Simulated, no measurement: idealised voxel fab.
process module | voxel wiring stack
Cross-sectional view cut (width: 215 nm; square cell size: 5 nm).
For the purposes of this document, a cross-section shall be understood as a grid of square cells, specified as bands listed in top-to-bottom order, each band consisting of one or more rows of cells.
Each band's line starts with the height of the band's top and of its bottom, in nm. Then come its materials from left to right, each with its width in nm. One material with "edge to edge" fills the band from edge to edge. "empty" is empty space.
Height datum 0, below which the as-received substrate wafer is one material. Lowest band open at the bottom, running downward: "0 -> down".
Quick explanation for "30->40": the width changes in equal steps down the rows of cells, from the first number in the band's top row to the second number in its bottom row.
The cross-section has no changed cell in any step marked "identical to before".
Reported under the label "Closed void table" are the empty spaces having no open way to the top and comprising 8 cells or more; the notation for each is width x height at distance, in which the distance is measured from the left edge and all three values are in nm.
Read whatever lies past the settings on a step's line as the simulator's own remark about the step.
What "overlay nm" on a step's line means: if the step has a mask, that mask lay this far to the right of its planned place, or, when the value is negative, to the left.
-- List of planned process steps
step 1: RECEIVE: material Si
step 2: CONFORMAL_DEP: material SiO2, thk nm 15
step 3: DIRECTIONAL_DEP: material TiN, thk nm 5
step 4: DIRECTIONAL_DEP: material Ru, thk nm 20
step 5: PATTERN: tone cover, mask id METAL_1, material resist, width nm 20, pitch nm 45, thk nm 15, overlay nm 0
step 6: DIRECTIONAL_ETCH: etch materials Ru, depth nm 20
step 7: DIRECTIONAL_ETCH: etch materials TiN, depth nm 5
step 8: STRIP: etch materials resist
step 9: FILL_DEP: material lowk, thk nm 5
step 10: CMP: height nm 40
step 11: CONFORMAL_DEP: material SiCN, thk nm 5
step 12: DIRECTIONAL_DEP: material SiO2, thk nm 35
step 13: PATTERN: tone open, mask id METAL_2, material resist, width nm 20, pitch nm 45, thk nm 20, overlay nm 0
step 14: DIRECTIONAL_ETCH: etch materials SiO2, depth nm 20
step 15: STRIP: etch materials resist
step 16: DIRECTIONAL_DEP: material aC, thk nm 15
step 17: PATTERN: tone open, mask id METAL_2_HOLES, material resist, width nm 15, pitch nm 90, thk nm 35, overlay nm 0
step 18: DIRECTIONAL_ETCH: etch materials aC, depth nm 15
step 19: STRIP: etch materials resist
step 20: DIRECTIONAL_ETCH: etch materials SiO2, depth nm 15
step 21: DIRECTIONAL_ETCH: etch materials SiCN, depth nm 5
step 22: STRIP: etch materials aC
step 23: CONFORMAL_DEP: material TiN, thk nm 5
step 24: FILL_DEP: material Cu, thk nm 5
step 25: CMP: height nm 80
step 26: CONFORMAL_DEP: material SiN, thk nm 5
-- Below: the first of two wafers, run as planned
-- Wafer at receipt (post step 1), cross-section
- 0 -> down | Si edge to edge
- Closed void table: none
-- The following cross-section depicts the wafer upon completion of step 2
- 15 -> 0 | SiO2 edge to edge
- At heights below 0, the structure remains unaltered.
-- The following cross-section depicts the wafer upon completion of step 3
- 20 -> 15 | TiN edge to edge
- At heights below 15, the structure remains unaltered.
-- The following cross-section depicts the wafer upon completion of step 4
- 40 -> 20 | Ru edge to edge
- At heights below 20, the structure remains unaltered.
-- The following cross-section depicts the wafer upon completion of step 5
- 55 -> 40 | empty: 30, then resist: 20, then empty: 25, then resist: 20, then empty: 25, then resist: 20, then empty: 25, then resist: 20, then empty: 30
- At heights below 40, the structure remains unaltered.
-- The following cross-section depicts the wafer upon completion of step 6
- 55 -> 40 | empty: 30, then resist: 20, then empty: 25, then resist: 20, then empty: 25, then resist: 20, then empty: 25, then resist: 20, then empty: 30
- 40 -> 20 | empty: 30, then Ru: 20, then empty: 25, then Ru: 20, then empty: 25, then Ru: 20, then empty: 25, then Ru: 20, then empty: 30
- At heights below 20, the structure remains unaltered.
-- The following cross-section depicts the wafer upon completion of step 7
- 55 -> 40 | empty: 30, then resist: 20, then empty: 25, then resist: 20, then empty: 25, then resist: 20, then empty: 25, then resist: 20, then empty: 30
- 40 -> 20 | empty: 30, then Ru: 20, then empty: 25, then Ru: 20, then empty: 25, then Ru: 20, then empty: 25, then Ru: 20, then empty: 30
- 20 -> 15 | empty: 30, then TiN: 20, then empty: 25, then TiN: 20, then empty: 25, then TiN: 20, then empty: 25, then TiN: 20, then empty: 30
- At heights below 15, the structure remains unaltered.
-- The following cross-section depicts the wafer upon completion of step 8
- 40 -> 20 | empty: 30, then Ru: 20, then empty: 25, then Ru: 20, then empty: 25, then Ru: 20, then empty: 25, then Ru: 20, then empty: 30
- At heights below 20, the structure remains unaltered.
-- The following cross-section depicts the wafer upon completion of step 9
- 45 -> 40 | lowk edge to edge
- 40 -> 20 | lowk: 30, then Ru: 20, then lowk: 25, then Ru: 20, then lowk: 25, then Ru: 20, then lowk: 25, then Ru: 20, then lowk: 30
- 20 -> 15 | lowk: 30, then TiN: 20, then lowk: 25, then TiN: 20, then lowk: 25, then TiN: 20, then lowk: 25, then TiN: 20, then lowk: 30
- At heights below 15, the structure remains unaltered.
-- The following cross-section depicts the wafer upon completion of step 10
- 40 -> 20 | lowk: 30, then Ru: 20, then lowk: 25, then Ru: 20, then lowk: 25, then Ru: 20, then lowk: 25, then Ru: 20, then lowk: 30
- At heights below 20, the structure remains unaltered.
-- The following cross-section depicts the wafer upon completion of step 11
- 45 -> 40 | SiCN edge to edge
- At heights below 40, the structure remains unaltered.
-- The following cross-section depicts the wafer upon completion of step 12
- 80 -> 45 | SiO2 edge to edge
- At heights below 45, the structure remains unaltered.
-- The following cross-section depicts the wafer upon completion of step 13
- 100 -> 80 | resist: 30, then empty: 20, then resist: 25, then empty: 20, then resist: 25, then empty: 20, then resist: 25, then empty: 20, then resist: 30
- At heights below 80, the structure remains unaltered.
-- The following cross-section depicts the wafer upon completion of step 14
- 100 -> 80 | resist: 30, then empty: 20, then resist: 25, then empty: 20, then resist: 25, then empty: 20, then resist: 25, then empty: 20, then resist: 30
- 80 -> 60 | SiO2: 30, then empty: 20, then SiO2: 25, then empty: 20, then SiO2: 25, then empty: 20, then SiO2: 25, then empty: 20, then SiO2: 30
- At heights below 60, the structure remains unaltered.
-- The following cross-section depicts the wafer upon completion of step 15
- 80 -> 60 | SiO2: 30, then empty: 20, then SiO2: 25, then empty: 20, then SiO2: 25, then empty: 20, then SiO2: 25, then empty: 20, then SiO2: 30
- At heights below 60, the structure remains unaltered.
-- The following cross-section depicts the wafer upon completion of step 16
- 95 -> 80 | aC: 30, then empty: 20, then aC: 25, then empty: 20, then aC: 25, then empty: 20, then aC: 25, then empty: 20, then aC: 30
- 80 -> 75 | SiO2: 30, then empty: 20, then SiO2: 25, then empty: 20, then SiO2: 25, then empty: 20, then SiO2: 25, then empty: 20, then SiO2: 30
- 75 -> 60 | SiO2: 30, then aC: 20, then SiO2: 25, then aC: 20, then SiO2: 25, then aC: 20, then SiO2: 25, then aC: 20, then SiO2: 30
- At heights below 60, the structure remains unaltered.
-- The following cross-section depicts the wafer upon completion of step 17
- 130 -> 95 | resist: 30, then empty: 15, then resist: 75, then empty: 15, then resist: 80
- 95 -> 80 | aC: 30, then empty: 15, then resist: 5, then aC: 25, then resist: 20, then aC: 25, then empty: 15, then resist: 5, then aC: 25, then resist: 20, then aC: 30
- 80 -> 75 | SiO2: 30, then empty: 15, then resist: 5, then SiO2: 25, then resist: 20, then SiO2: 25, then empty: 15, then resist: 5, then SiO2: 25, then resist: 20, then SiO2: 30
- At heights below 75, the structure remains unaltered.
-- The following cross-section depicts the wafer upon completion of step 18
- 115 -> 95 | resist: 30, then empty: 15, then resist: 75, then empty: 15, then resist: 80
- 95 -> 80 | aC: 30, then empty: 15, then resist: 5, then aC: 25, then resist: 20, then aC: 25, then empty: 15, then resist: 5, then aC: 25, then resist: 20, then aC: 30
- 80 -> 75 | SiO2: 30, then empty: 15, then resist: 5, then SiO2: 25, then resist: 20, then SiO2: 25, then empty: 15, then resist: 5, then SiO2: 25, then resist: 20, then SiO2: 30
- 75 -> 60 | SiO2: 30, then empty: 15, then aC: 5, then SiO2: 25, then aC: 20, then SiO2: 25, then empty: 15, then aC: 5, then SiO2: 25, then aC: 20, then SiO2: 30
- At heights below 60, the structure remains unaltered.
-- The following cross-section depicts the wafer upon completion of step 19
- 95 -> 80 | aC: 30, then empty: 20, then aC: 25, then empty: 20, then aC: 25, then empty: 20, then aC: 25, then empty: 20, then aC: 30
- 80 -> 75 | SiO2: 30, then empty: 20, then SiO2: 25, then empty: 20, then SiO2: 25, then empty: 20, then SiO2: 25, then empty: 20, then SiO2: 30
- At heights below 75, the structure remains unaltered.
-- The following cross-section depicts the wafer upon completion of step 20
- 95 -> 80 | aC: 30, then empty: 20, then aC: 25, then empty: 20, then aC: 25, then empty: 20, then aC: 25, then empty: 20, then aC: 30
- 80 -> 75 | SiO2: 30, then empty: 20, then SiO2: 25, then empty: 20, then SiO2: 25, then empty: 20, then SiO2: 25, then empty: 20, then SiO2: 30
- 75 -> 60 | SiO2: 30, then empty: 15, then aC: 5, then SiO2: 25, then aC: 20, then SiO2: 25, then empty: 15, then aC: 5, then SiO2: 25, then aC: 20, then SiO2: 30
- 60 -> 45 | SiO2: 30, then empty: 15, then SiO2: 75, then empty: 15, then SiO2: 80
- At heights below 45, the structure remains unaltered.
-- The following cross-section depicts the wafer upon completion of step 21
- 95 -> 80 | aC: 30, then empty: 20, then aC: 25, then empty: 20, then aC: 25, then empty: 20, then aC: 25, then empty: 20, then aC: 30
- 80 -> 75 | SiO2: 30, then empty: 20, then SiO2: 25, then empty: 20, then SiO2: 25, then empty: 20, then SiO2: 25, then empty: 20, then SiO2: 30
- 75 -> 60 | SiO2: 30, then empty: 15, then aC: 5, then SiO2: 25, then aC: 20, then SiO2: 25, then empty: 15, then aC: 5, then SiO2: 25, then aC: 20, then SiO2: 30
- 60 -> 45 | SiO2: 30, then empty: 15, then SiO2: 75, then empty: 15, then SiO2: 80
- 45 -> 40 | SiCN: 30, then empty: 15, then SiCN: 75, then empty: 15, then SiCN: 80
- At heights below 40, the structure remains unaltered.
-- The following cross-section depicts the wafer upon completion of step 22
- 80 -> 60 | SiO2: 30, then empty: 20, then SiO2: 25, then empty: 20, then SiO2: 25, then empty: 20, then SiO2: 25, then empty: 20, then SiO2: 30
- At heights below 60, the structure remains unaltered.
-- The following cross-section depicts the wafer upon completion of step 23
- 85 -> 80 | TiN: 35, then empty: 10, then TiN: 35, then empty: 10, then TiN: 35, then empty: 10, then TiN: 35, then empty: 10, then TiN: 35
- 80 -> 65 | SiO2: 30, then TiN: 5, then empty: 10, then TiN: 5, then SiO2: 25, then TiN: 5, then empty: 10, then TiN: 5, then SiO2: 25, then TiN: 5, then empty: 10, then TiN: 5, then SiO2: 25, then TiN: 5, then empty: 10, then TiN: 5, then SiO2: 30
- 65 -> 60 | SiO2: 30, then TiN: 5, then empty: 5, then TiN: 10, then SiO2: 25, then TiN: 20, then SiO2: 25, then TiN: 5, then empty: 5, then TiN: 10, then SiO2: 25, then TiN: 20, then SiO2: 30
- 60 -> 45 | SiO2: 30, then TiN: 5, then empty: 5, then TiN: 5, then SiO2: 75, then TiN: 5, then empty: 5, then TiN: 5, then SiO2: 80
- 45 -> 40 | SiCN: 30, then TiN: 15, then SiCN: 75, then TiN: 15, then SiCN: 80
- At heights below 40, the structure remains unaltered.
-- The following cross-section depicts the wafer upon completion of step 24
- 90 -> 85 | Cu edge to edge
- 85 -> 80 | TiN: 35, then Cu: 10, then TiN: 35, then Cu: 10, then TiN: 35, then Cu: 10, then TiN: 35, then Cu: 10, then TiN: 35
- 80 -> 65 | SiO2: 30, then TiN: 5, then Cu: 10, then TiN: 5, then SiO2: 25, then TiN: 5, then Cu: 10, then TiN: 5, then SiO2: 25, then TiN: 5, then Cu: 10, then TiN: 5, then SiO2: 25, then TiN: 5, then Cu: 10, then TiN: 5, then SiO2: 30
- 65 -> 60 | SiO2: 30, then TiN: 5, then Cu: 5, then TiN: 10, then SiO2: 25, then TiN: 20, then SiO2: 25, then TiN: 5, then Cu: 5, then TiN: 10, then SiO2: 25, then TiN: 20, then SiO2: 30
- 60 -> 45 | SiO2: 30, then TiN: 5, then Cu: 5, then TiN: 5, then SiO2: 75, then TiN: 5, then Cu: 5, then TiN: 5, then SiO2: 80
- At heights below 45, the structure remains unaltered.
-- The following cross-section depicts the wafer upon completion of step 25
- 80 -> 65 | SiO2: 30, then TiN: 5, then Cu: 10, then TiN: 5, then SiO2: 25, then TiN: 5, then Cu: 10, then TiN: 5, then SiO2: 25, then TiN: 5, then Cu: 10, then TiN: 5, then SiO2: 25, then TiN: 5, then Cu: 10, then TiN: 5, then SiO2: 30
- At heights below 65, the structure remains unaltered.
-- The following cross-section depicts the wafer upon completion of step 26
- 85 -> 80 | SiN edge to edge
- At heights below 80, the structure remains unaltered.
-- It is to be noted that the second wafer proceeded from the same initial state and according to the same plan as the first, although one mistake was committed in its execution; through step 11, inclusive, the two wafers share an identical history
-- when step 12 should have ended
- 115 -> 45 | SiO2 edge to edge
- At heights below 45, the structure remains unaltered.
-- when step 13 should have ended
- 135 -> 115 | resist: 30, then empty: 20, then resist: 25, then empty: 20, then resist: 25, then empty: 20, then resist: 25, then empty: 20, then resist: 30
- At heights below 115, the structure remains unaltered.
-- when step 14 should have ended
- 135 -> 115 | resist: 30, then empty: 20, then resist: 25, then empty: 20, then resist: 25, then empty: 20, then resist: 25, then empty: 20, then resist: 30
- 115 -> 95 | SiO2: 30, then empty: 20, then SiO2: 25, then empty: 20, then SiO2: 25, then empty: 20, then SiO2: 25, then empty: 20, then SiO2: 30
- At heights below 95, the structure remains unaltered.
-- when step 15 should have ended
- 115 -> 95 | SiO2: 30, then empty: 20, then SiO2: 25, then empty: 20, then SiO2: 25, then empty: 20, then SiO2: 25, then empty: 20, then SiO2: 30
- At heights below 95, the structure remains unaltered.
-- when step 16 should have ended
- 130 -> 115 | aC: 30, then empty: 20, then aC: 25, then empty: 20, then aC: 25, then empty: 20, then aC: 25, then empty: 20, then aC: 30
- 115 -> 110 | SiO2: 30, then empty: 20, then SiO2: 25, then empty: 20, then SiO2: 25, then empty: 20, then SiO2: 25, then empty: 20, then SiO2: 30
- 110 -> 95 | SiO2: 30, then aC: 20, then SiO2: 25, then aC: 20, then SiO2: 25, then aC: 20, then SiO2: 25, then aC: 20, then SiO2: 30
- At heights below 95, the structure remains unaltered.
-- when step 17 should have ended
- 165 -> 130 | resist: 30, then empty: 15, then resist: 75, then empty: 15, then resist: 80
- 130 -> 115 | aC: 30, then empty: 15, then resist: 5, then aC: 25, then resist: 20, then aC: 25, then empty: 15, then resist: 5, then aC: 25, then resist: 20, then aC: 30
- 115 -> 110 | SiO2: 30, then empty: 15, then resist: 5, then SiO2: 25, then resist: 20, then SiO2: 25, then empty: 15, then resist: 5, then SiO2: 25, then resist: 20, then SiO2: 30
- At heights below 110, the structure remains unaltered.
-- when step 18 should have ended
- 150 -> 130 | resist: 30, then empty: 15, then resist: 75, then empty: 15, then resist: 80
- 130 -> 115 | aC: 30, then empty: 15, then resist: 5, then aC: 25, then resist: 20, then aC: 25, then empty: 15, then resist: 5, then aC: 25, then resist: 20, then aC: 30
- 115 -> 110 | SiO2: 30, then empty: 15, then resist: 5, then SiO2: 25, then resist: 20, then SiO2: 25, then empty: 15, then resist: 5, then SiO2: 25, then resist: 20, then SiO2: 30
- 110 -> 95 | SiO2: 30, then empty: 15, then aC: 5, then SiO2: 25, then aC: 20, then SiO2: 25, then empty: 15, then aC: 5, then SiO2: 25, then aC: 20, then SiO2: 30
- At heights below 95, the structure remains unaltered.
-- when step 19 should have ended
- 130 -> 115 | aC: 30, then empty: 20, then aC: 25, then empty: 20, then aC: 25, then empty: 20, then aC: 25, then empty: 20, then aC: 30
- 115 -> 110 | SiO2: 30, then empty: 20, then SiO2: 25, then empty: 20, then SiO2: 25, then empty: 20, then SiO2: 25, then empty: 20, then SiO2: 30
- At heights below 110, the structure remains unaltered.
-- when step 20 should have ended
- 130 -> 115 | aC: 30, then empty: 20, then aC: 25, then empty: 20, then aC: 25, then empty: 20, then aC: 25, then empty: 20, then aC: 30
- 115 -> 110 | SiO2: 30, then empty: 20, then SiO2: 25, then empty: 20, then SiO2: 25, then empty: 20, then SiO2: 25, then empty: 20, then SiO2: 30
- 110 -> 95 | SiO2: 30, then empty: 15, then aC: 5, then SiO2: 25, then aC: 20, then SiO2: 25, then empty: 15, then aC: 5, then SiO2: 25, then aC: 20, then SiO2: 30
- 95 -> 80 | SiO2: 30, then empty: 15, then SiO2: 75, then empty: 15, then SiO2: 80
- At heights below 80, the structure remains unaltered.
when step 21 should have ended: identical to before
-- when step 22 should have ended
- 115 -> 95 | SiO2: 30, then empty: 20, then SiO2: 25, then empty: 20, then SiO2: 25, then empty: 20, then SiO2: 25, then empty: 20, then SiO2: 30
- At heights below 95, the structure remains unaltered.
-- when step 23 should have ended
- 120 -> 115 | TiN: 35, then empty: 10, then TiN: 35, then empty: 10, then TiN: 35, then empty: 10, then TiN: 35, then empty: 10, then TiN: 35
- 115 -> 100 | SiO2: 30, then TiN: 5, then empty: 10, then TiN: 5, then SiO2: 25, then TiN: 5, then empty: 10, then TiN: 5, then SiO2: 25, then TiN: 5, then empty: 10, then TiN: 5, then SiO2: 25, then TiN: 5, then empty: 10, then TiN: 5, then SiO2: 30
- 100 -> 95 | SiO2: 30, then TiN: 5, then empty: 5, then TiN: 10, then SiO2: 25, then TiN: 20, then SiO2: 25, then TiN: 5, then empty: 5, then TiN: 10, then SiO2: 25, then TiN: 20, then SiO2: 30
- 95 -> 85 | SiO2: 30, then TiN: 5, then empty: 5, then TiN: 5, then SiO2: 75, then TiN: 5, then empty: 5, then TiN: 5, then SiO2: 80
- 85 -> 80 | SiO2: 30, then TiN: 15, then SiO2: 75, then TiN: 15, then SiO2: 80
- At heights below 80, the structure remains unaltered.
-- when step 24 should have ended
- 125 -> 120 | Cu edge to edge
- 120 -> 115 | TiN: 35, then Cu: 10, then TiN: 35, then Cu: 10, then TiN: 35, then Cu: 10, then TiN: 35, then Cu: 10, then TiN: 35
- 115 -> 100 | SiO2: 30, then TiN: 5, then Cu: 10, then TiN: 5, then SiO2: 25, then TiN: 5, then Cu: 10, then TiN: 5, then SiO2: 25, then TiN: 5, then Cu: 10, then TiN: 5, then SiO2: 25, then TiN: 5, then Cu: 10, then TiN: 5, then SiO2: 30
- 100 -> 95 | SiO2: 30, then TiN: 5, then Cu: 5, then TiN: 10, then SiO2: 25, then TiN: 20, then SiO2: 25, then TiN: 5, then Cu: 5, then TiN: 10, then SiO2: 25, then TiN: 20, then SiO2: 30
- 95 -> 85 | SiO2: 30, then TiN: 5, then Cu: 5, then TiN: 5, then SiO2: 75, then TiN: 5, then Cu: 5, then TiN: 5, then SiO2: 80
- At heights below 85, the structure remains unaltered.
-- when step 25 should have ended
- 80 -> 45 | SiO2 edge to edge
- At heights below 45, the structure remains unaltered.
-- when step 26 should have ended
- 85 -> 80 | SiN edge to edge
- At heights below 80, the structure remains unaltered.
So what did we get wrong on this run? yeah, plan step 12 got run twice
Heads up, by the end the second wafer has more or fewer cells of some materials compared to the first: 32 fewer of Cu; 6 more of SiCN; 82 more of SiO2; 56 fewer of TiN
